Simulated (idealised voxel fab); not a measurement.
Process module name: voxel self aligned contacts
Each square cell in cross-section cut measures 5 nm, and the section as a whole is 195 nm wide.
The cross-sections in this document take the form of a grid made of square cells. They are written out as bands, in order from top to bottom. Each band consists of one or more rows of cells. A band entry consists of two parts. The first gives the height of the band's top and the height of its bottom, in nm. The rest lists the band's materials from left to right, each with its width in nm. A single material labelled with the word "throughout" fills the band from edge to edge, and the word "air" marks empty space. Note: height 0 marks the level under which the wafer is uniformly one material as received. Lowest band unbounded below, written "top 0, no bottom". The expression "30..40" gives the width at the extremes of the band, the first number at its top row of cells and the second at its bottom row, with the width changing by equal amounts from each row to the next in between. No cell of the cross-section changed in a step that is given as "no alteration". What "Closed void roster" gives you is every empty space of 8 cells or more that is cut off from the top. Each appears as width x height at distance, with the distance taken from the left edge and width, height and distance all in nm. Heads up: the bit after the settings on a step's line is the simulator's remark on that step. The line of a step may include "overlay nm". On a step with a mask, this value is how far to the right of its planned place the mask lay. A negative value means the mask lay to the left.
THE FOLLOWING LIST GIVES THE PLANNED PROCESS STEPS
- 1: RECEIVE [material Si]
- 2: CONFORMAL_DEP [material SiO2] [thk nm 5]
- 3: DIRECTIONAL_DEP [material polySi] [thk nm 25]
- 4: DIRECTIONAL_DEP [material SiN] [thk nm 25]
- 5: DIRECTIONAL_DEP [material aC] [thk nm 15]
- 6: PATTERN [tone cover] [mask id GATE] [material resist] [width nm 25] [pitch nm 65] [thk nm 35] [overlay nm -15]
- 7: DIRECTIONAL_ETCH [etch materials aC] [depth nm 15]
- 8: STRIP [etch materials resist]
- 9: DIRECTIONAL_ETCH [etch materials SiN] [depth nm 25]
- 10: DIRECTIONAL_ETCH [etch materials polySi] [depth nm 25]
- 11: STRIP [etch materials aC]
- 12: CONFORMAL_DEP [material SiN] [thk nm 10]
- 13: DIRECTIONAL_ETCH [etch materials SiN] [depth nm 10]
- 14: FILL_DEP [material SiO2] [thk nm 15]
- 15: CMP [height nm 60]
- 16: MASKED_ETCH [tone open] [mask id CONTACT] [width nm 50] [etch materials SiO2] [depth nm 60] [overlay nm 0]
- 17: CONFORMAL_DEP [material TiN] [thk nm 5]
- 18: FILL_DEP [material Ru] [thk nm 5]
- 19: CMP [height nm 60]
- 20: CONFORMAL_DEP [material SiN] [thk nm 5]
Keep in mind the plan's value for the overlay nm of step 6 comes from the first wafer; the wafers don't share that setting, but they do share the same starting point.
HERE'S THE FIRST OF THE WAFERS IN CROSS-SECTION, JUST AS WE GOT IT, I.E. AFTER STEP 1
> top 0, no bottom | Si throughout
> Closed void roster: none
AFTER THE MODULE'S FINAL STEP, STEP 20: THE FIRST OF SEVERAL WAFERS IN CROSS-SECTION
> top 65, bottom 60 | SiN throughout
> top 60, bottom 55 | SiO2: 70  TiN: 5  Ru: 10  TiN: 35  SiO2: 75
> top 55, bottom 30 | SiO2: 25  SiN: 45  TiN: 5  Ru: 10  TiN: 5  SiN: 45  SiO2: 60
> top 30, bottom 5 | SiO2: 25  SiN: 10  polySi: 25  SiN: 10  TiN: 5  Ru: 10  TiN: 5  SiN: 10  polySi: 25  SiN: 10  SiO2: 60
> top 5, bottom 0 | SiO2: 70  TiN: 20  SiO2: 105
> top 0, no bottom | Si throughout
> Closed void roster: none
FINAL WAFER OF SEVERAL, SHOWN IN CROSS-SECTION AT THE END OF THE MODULE
> top 65, bottom 60 | SiN throughout
> top 60, bottom 55 | SiO2: 70  TiN: 35  Ru: 10  TiN: 5  SiO2: 75
> top 55, bottom 30 | SiO2: 55  SiN: 45  TiN: 5  Ru: 10  TiN: 5  SiN: 45  SiO2: 30
> top 30, bottom 5 | SiO2: 55  SiN: 10  polySi: 25  SiN: 10  TiN: 5  Ru: 10  TiN: 5  SiN: 10  polySi: 25  SiN: 10  SiO2: 30
> top 5, bottom 0 | SiO2: 100  TiN: 20  SiO2: 75
> top 0, no bottom | Si throughout
> Closed void roster: none
THE ROWS OF THE TABLE BELOW ARE WAFERS. LOOKING AT THE END OF THE MODULE, A ROW COUNTS, FOR EVERY MATERIAL, THE CELLS THE WAFER HAS GAINED, SHOWN AS (+), OR LOST, SHOWN AS (-), SINCE IT WAS RECEIVED; ITS CLOSED VOIDS COME NEXT
overlay nm -15 | +22 Ru | +169 SiN | +234 SiO2 | +32 TiN | +50 polySi | Closed void roster: none
overlay nm -10 | +22 Ru | +169 SiN | +234 SiO2 | +32 TiN | +50 polySi | Closed void roster: none
overlay nm -5 | +22 Ru | +169 SiN | +234 SiO2 | +32 TiN | +50 polySi | Closed void roster: none
overlay nm 0 | +22 Ru | +169 SiN | +234 SiO2 | +32 TiN | +50 polySi | Closed void roster: none
overlay nm 5 | +22 Ru | +169 SiN | +234 SiO2 | +32 TiN | +50 polySi | Closed void roster: none
overlay nm 10 | +22 Ru | +169 SiN | +234 SiO2 | +32 TiN | +50 polySi | Closed void roster: none
overlay nm 15 | +22 Ru | +169 SiN | +234 SiO2 | +32 TiN | +50 polySi | Closed void roster: none
